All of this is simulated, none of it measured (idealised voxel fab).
Proc. module: voxel self aligned contacts
Xsec cut, 265 nm wide, square cell size 5 nm.
The cross-sections in this document take the form of a grid made of square cells. They are written out as bands, in order from top to bottom. Each band consists of one or more rows of cells.
A band entry consists of two parts. The first gives the height of the band's top and the height of its bottom, in nm. The rest lists the band's materials from left to right, each with its width in nm. A single material labelled with the word "everywhere" fills the band from edge to edge, and the word "air" marks empty space.
Height is counted from the level 0, under which the received wafer is composed throughout of one material. The lowest of the bands is not closed at the bottom but continues downward, in the notation "0 -> down".
The width entry "30->40" should be interpreted row by row: the top row of cells in the band takes the first number, the bottom row takes the second number, and the change between adjacent rows is uniform throughout.
Reading "identical to before" for a step: not a cell of the cross-section changed in it.
"Trapped voids" lists enclosed empty spaces (at least 8 cells, no open path upward to the top), each as width x height at distance from the left edge, in nm.
Whatever follows a step's settings on its line is a remark the simulator itself makes about that step.
overlay nm: mask right of planned place by this much (step with mask). Neg. = left.
### These are the steps we planned for the process
- 1: RECEIVE with material Si
- 2: OXIDIZE with depth nm 5
- 3: DIRECTIONAL_DEP with material polySi, thk nm 20
- 4: DIRECTIONAL_DEP with material SiN, thk nm 15
- 5: PATTERN with tone cover, mask id GATE, material resist, width nm 35, pitch nm 70, thk nm 20, overlay nm 0
- 6: DIRECTIONAL_ETCH with etch materials SiN, depth nm 15
- 7: DIRECTIONAL_ETCH with etch materials polySi, depth nm 20
- 8: STRIP with etch materials resist
- 9: CONFORMAL_DEP with material SiN, thk nm 5
- 10: DIRECTIONAL_ETCH with etch materials SiN, depth nm 5
- 11: FILL_DEP with material SiO2, thk nm 15
- 12: CMP with height nm 40
- 13: PATTERN with tone open, mask id CONTACT, material resist, width nm 45, thk nm 15, overlay nm 0
- 14: DIRECTIONAL_ETCH with etch materials SiO2, depth nm 45
- 15: STRIP with etch materials resist
- 16: CONFORMAL_DEP with material TiN, thk nm 5
- 17: FILL_DEP with material Ru, thk nm 5
- 18: CMP with height nm 40
- 19: CONFORMAL_DEP with material SiN, thk nm 5
### The cross-section here shows the wafer as received, i.e. in its state after step 1
* 0 -> down = Si everywhere
* Trapped voids: none
### The first of two wafers, cross-sectioned at the end of the module, with the run proceeding as planned
* 45 -> 40 = SiN everywhere
* 40 -> 35 = 110 of SiO2 / 15 of TiN / 15 of Ru / 15 of TiN / 110 of SiO2
* 35 -> 20 = 75 of SiO2 / 45 of SiN / 5 of TiN / 15 of Ru / 5 of TiN / 45 of SiN / 75 of SiO2
* 20 -> 0 = 75 of SiO2 / 5 of SiN / 35 of polySi / 5 of SiN / 5 of TiN / 15 of Ru / 5 of TiN / 5 of SiN / 35 of polySi / 5 of SiN / 75 of SiO2
* 0 -> -5 = 120 of SiO2 / 25 of TiN / 120 of SiO2
* -5 -> down = Si everywhere
* Trapped voids: none
### Cross-section at end of module for the second wafer of two, which matched the first in starting point and plan and differed by one mistake in its processing
* 45 -> 40 = SiN everywhere
* 40 -> 35 = 70 of Ru / 40 of TiN / 45 of SiO2 / 40 of TiN / 70 of Ru
* 35 -> 20 = 70 of Ru / 5 of TiN / 45 of SiN / 25 of SiO2 / 45 of SiN / 5 of TiN / 70 of Ru
* 20 -> 0 = 70 of Ru / 5 of TiN / 5 of SiN / 35 of polySi / 5 of SiN / 25 of SiO2 / 5 of SiN / 35 of polySi / 5 of SiN / 5 of TiN / 70 of Ru
* 0 -> -5 = 75 of TiN / 115 of SiO2 / 75 of TiN
* -5 -> down = Si everywhere
* Trapped voids: none
What was the processing mistake? step 13, actual vs plan mismatch, actual run PATTERN with tone cover, mask id CONTACT, material resist, width nm 45, thk nm 15, overlay nm 0
End check, counted in cells, second wafer has more or fewer of these materials than the first: 200 more of Ru, 235 fewer of SiO2, 35 more of TiN
